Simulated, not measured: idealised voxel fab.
A process module follows: voxel self aligned vias.
The figure presents cross-section cut, which has a width of 145 nm and is divided into square cells with an edge length of 5 nm.
Just so we're on the same page, the cross-sections are grids of square cells, and they're listed out in bands top to bottom, each band one or more rows deep. Each band's line starts with the height of the band's top and of its bottom, in nm. Then come its materials from left to right, each with its width in nm. One material with "full width" fills the band from edge to edge. "air" is empty space. Ref level 0: as-received wafer is one material below here. Bottom band extends down with no lower bound ("from 0 down"). It should be noted that a width expressed as "30..40" varies in equal increments from row to row of cells within the band, taking the value of the first number at the top row and that of the second number at the bottom row. Reading "no change" for a step: not a cell of the cross-section changed in it. Closed empty spaces (no open way to the top) of 8 cells or more are what "Enclosed void listing" lists, each as width x height at distance from the left edge, nm for all three. Step line, after settings: the simulator's comment on this step. Each step line may optionally specify "overlay nm", which for a step with a mask gives the rightward distance between the mask's planned place and where it lay, a negative value indicating the leftward direction.
# Planned process steps
1. RECEIVE, material Si
2. CONFORMAL_DEP, material SiO2, thk nm 15
3. CONFORMAL_DEP, material SiCN, thk nm 5
4. DIRECTIONAL_DEP, material SiO2, thk nm 25
5. DIRECTIONAL_DEP, material aC, thk nm 15
6. PATTERN, tone open, mask id LINES, material resist, width nm 30, pitch nm 60, thk nm 35, overlay nm 0
7. DIRECTIONAL_ETCH, etch materials aC, depth nm 15
8. STRIP, etch materials resist
9. DIRECTIONAL_ETCH, etch materials SiO2, depth nm 25
10. STRIP, etch materials aC
11. CONFORMAL_DEP, material TiN, thk nm 5
12. FILL_DEP, material Ru, thk nm 5
13. CMP, height nm 45
14. SELECTIVE_ETCH, etch materials W Ru TiN, depth nm 5
15. FILL_DEP, material SiN, thk nm 5
16. CMP, height nm 45
17. DIRECTIONAL_DEP, material SiO2, thk nm 15
18. MASKED_ETCH, tone open, mask id VIAS, width nm 40, etch materials SiO2, depth nm 15, overlay nm 0
19. MASKED_ETCH, tone open, mask id VIAS, width nm 40, etch materials SiN, depth nm 5, overlay nm 0
20. CONFORMAL_DEP, material TiN, thk nm 5
21. FILL_DEP, material Cu, thk nm 5
22. CMP, height nm 60
23. CONFORMAL_DEP, material SiN, thk nm 5
# The cross-section here shows the wafer as received, i.e. in its state after step 1
* from 0 down | Si full width
* Enclosed void listing: none
# Cross-section, first of two wafers, end of module, run as planned
* from 65 to 60 | SiN full width
* from 60 to 50 | SiO2: 20; TiN: 5; Cu: 30; TiN: 5; SiO2: 85
* from 50 to 45 | SiO2: 20; TiN: 10; Cu: 20; TiN: 10; SiO2: 85
* from 45 to 40 | SiO2: 25; TiN: 30; SiO2: 30; SiN: 30; SiO2: 30
* from 40 to 25 | SiO2: 25; TiN: 5; Ru: 20; TiN: 5; SiO2: 30; TiN: 5; Ru: 20; TiN: 5; SiO2: 30
* from 25 to 20 | SiO2: 25; TiN: 30; SiO2: 30; TiN: 30; SiO2: 30
* from 20 to 15 | SiCN full width
* from 15 to 0 | SiO2 full width
* from 0 down | Si full width
* Enclosed void listing: none
# The second wafer, shown in cross-section after the module: started the same way as the first and given the same plan, yet one mistake crept into how it was run
* from 65 to 60 | SiN full width
* from 60 to 45 | SiO2: 20; TiN: 5; Cu: 30; TiN: 5; SiO2: 85
* from 45 to 40 | SiO2: 20; TiN: 40; SiO2: 25; SiN: 30; SiO2: 30
* from 40 to 30 | SiO2: 20; TiN: 10; Ru: 20; TiN: 10; SiO2: 25; TiN: 5; Ru: 20; TiN: 5; SiO2: 30
* from 30 to 25 | SiO2: 25; TiN: 5; Ru: 20; TiN: 5; SiO2: 30; TiN: 5; Ru: 20; TiN: 5; SiO2: 30
* from 25 to 20 | SiO2: 25; TiN: 30; SiO2: 30; TiN: 30; SiO2: 30
* from 20 to 15 | SiCN full width
* from 15 to 0 | SiO2 full width
* from 0 down | Si full width
* Enclosed void listing: none
Diagnosis: the plan had its step 18 run twice
Final cells, second wafer relative to first, materials higher or lower: Cu: 2 more, SiO2: 6 fewer, TiN: 4 more
